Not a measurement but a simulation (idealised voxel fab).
process module | voxel transistor to metal
cross-section cut | 160 nm wide | cells 5 nm
A cross-section is a grid of square cells, given in bands from the top down. A band is one or more rows of cells.
Each band's line starts with the height of the band's top and of its bottom, in nm. Then come its materials from left to right, each with its width in nm. One material with "throughout" fills the band from edge to edge. "air" is empty space.
Height 0 is the level under which the wafer as received is all one material. The lowest band goes on downwards, as in "0 down".
A width such as "30 to 40" changes by the same amount from each row of cells to the next, from the band's top row to its bottom row.
"no change" after a step means that no cell of the cross-section changed.
closed voids: empty space of 8 cells or more with no open way to the top, each as width x height at its distance from the left edge, in nm
after a step's settings: what the simulator itself notes on the step
overlay nm, on a step with a mask: how far to the right of its planned place the mask lay; to the left if negative
plan
1 op RECEIVE | material Si
2 op OXIDIZE | depth nm 5
3 op CONFORMAL_DEP | material SiN | thk nm 15
4 op DIRECTIONAL_DEP | material aC | thk nm 10
5 op PATTERN | tone cover | mask id ACTIVE | material resist | width nm 125 | thk nm 25 | overlay nm 0
6 op DIRECTIONAL_ETCH | etch materials aC | depth nm 10
7 op STRIP | etch materials resist
8 op DIRECTIONAL_ETCH | etch materials SiN | depth nm 15
9 op DIRECTIONAL_ETCH | etch materials SiO2 | depth nm 5
10 op DIRECTIONAL_ETCH | etch materials Si | depth nm 20
11 op STRIP | etch materials aC
12 op FILL_DEP | material SiO2 | thk nm 5
13 op CMP | height nm 15
14 op SELECTIVE_ETCH | etch materials SiO2 | depth nm 15
15 op STRIP | etch materials SiN
16 op SELECTIVE_ETCH | etch materials SiO2 | depth nm 5
17 op OXIDIZE | depth nm 5
18 op DIRECTIONAL_DEP | material polySi | thk nm 25
19 op DIRECTIONAL_DEP | material SiCN | thk nm 15
20 op MASKED_ETCH | tone cover | mask id GATE | width nm 35 | etch materials SiCN | depth nm 25 | overlay nm 0
21 op MASKED_ETCH | tone cover | mask id GATE | width nm 35 | etch materials polySi | depth nm 35 | overlay nm 0
22 op CONFORMAL_DEP | material SiN | thk nm 5
23 op DIRECTIONAL_ETCH | etch materials SiN | depth nm 5
24 op DIRECTIONAL_ETCH | etch materials SiO2 | depth nm 5
25 op DIRECTIONAL_ETCH | etch materials Si | depth nm 15
26 op EPI | material pSi | thk nm 20
27 op FILL_DEP | material SiO2 | thk nm 10
28 op CMP | height nm 20
29 op STRIP | etch materials polySi
30 op SELECTIVE_ETCH | etch materials SiO2 | depth nm 5
31 op CONFORMAL_DEP | material HfO2 | thk nm 5
32 op CONFORMAL_DEP | material TiN | thk nm 5
33 op FILL_DEP | material W | thk nm 5
34 op CMP | height nm 15
35 op DIRECTIONAL_DEP | material SiO2 | thk nm 10
36 op DIRECTIONAL_DEP | material aC | thk nm 10
37 op PATTERN | tone open | mask id CONTACT | material resist | width nm 20 | pitch nm 95 | thk nm 25 | overlay nm 0
38 op DIRECTIONAL_ETCH | etch materials aC | depth nm 10
39 op STRIP | etch materials resist
40 op DIRECTIONAL_ETCH | etch materials SiO2 | depth nm 30
41 op STRIP | etch materials aC
42 op CONFORMAL_DEP | material TiN | thk nm 5
43 op FILL_DEP | material Ru | thk nm 5
44 op CMP | height nm 25
45 op DIRECTIONAL_DEP | material TiN | thk nm 5
46 op DIRECTIONAL_DEP | material W | thk nm 20
47 op MASKED_ETCH | tone cover | mask id METAL_1 | width nm 20 | pitch nm 95 | etch materials W | depth nm 20 | overlay nm 0
48 op MASKED_ETCH | tone cover | mask id METAL_1 | width nm 20 | pitch nm 95 | etch materials TiN | depth nm 5 | overlay nm 0
49 op CONFORMAL_DEP | material SiCN | thk nm 5
50 op FILL_DEP | material lowk | thk nm 10
51 op CMP | height nm 50
52 op CONFORMAL_DEP | material SiN | thk nm 5
as received, after step 1
  0 down: Si throughout
  closed voids: none
a wafer at the end: this start, this plan, one mistake
  55 to 50: SiN throughout
  50 to 45: SiCN 20 | TiN 20 | SiCN 75 | TiN 20 | SiCN 25
  45 to 25: W throughout
  25 to 15: SiO2 20 | TiN 5 | Ru 10 | TiN 5 | SiO2 75 | TiN 5 | Ru 10 | TiN 5 | SiO2 25
  15 to 10: SiO2 20 | TiN 5 | Ru 5 | TiN 10 | SiO2 15 | SiN 5 | HfO2 5 | TiN 5 | W 15 | TiN 5 | HfO2 5 | SiN 5 | SiO2 15 | TiN 10 | Ru 5 | TiN 5 | SiO2 25
  10 to 0: SiO2 20 | TiN 5 | Ru 5 | TiN 5 | pSi 20 | SiN 5 | HfO2 5 | TiN 5 | W 15 | TiN 5 | HfO2 5 | SiN 5 | pSi 20 | TiN 5 | Ru 5 | TiN 5 | SiO2 25
  0 to -5: SiO2 20 | TiN 15 | pSi 20 | SiN 5 | HfO2 5 | TiN 25 | HfO2 5 | SiN 5 | pSi 20 | TiN 15 | SiO2 25
  -5 to -10: SiO2 10 | pSi 45 | HfO2 45 | pSi 45 | SiO2 15
  -10 to -25: SiO2 15 | pSi 40 | Si 45 | pSi 40 | SiO2 20
  -25 down: Si throughout
  closed voids: none
what went wrong: steps 45 and 46 were swapped
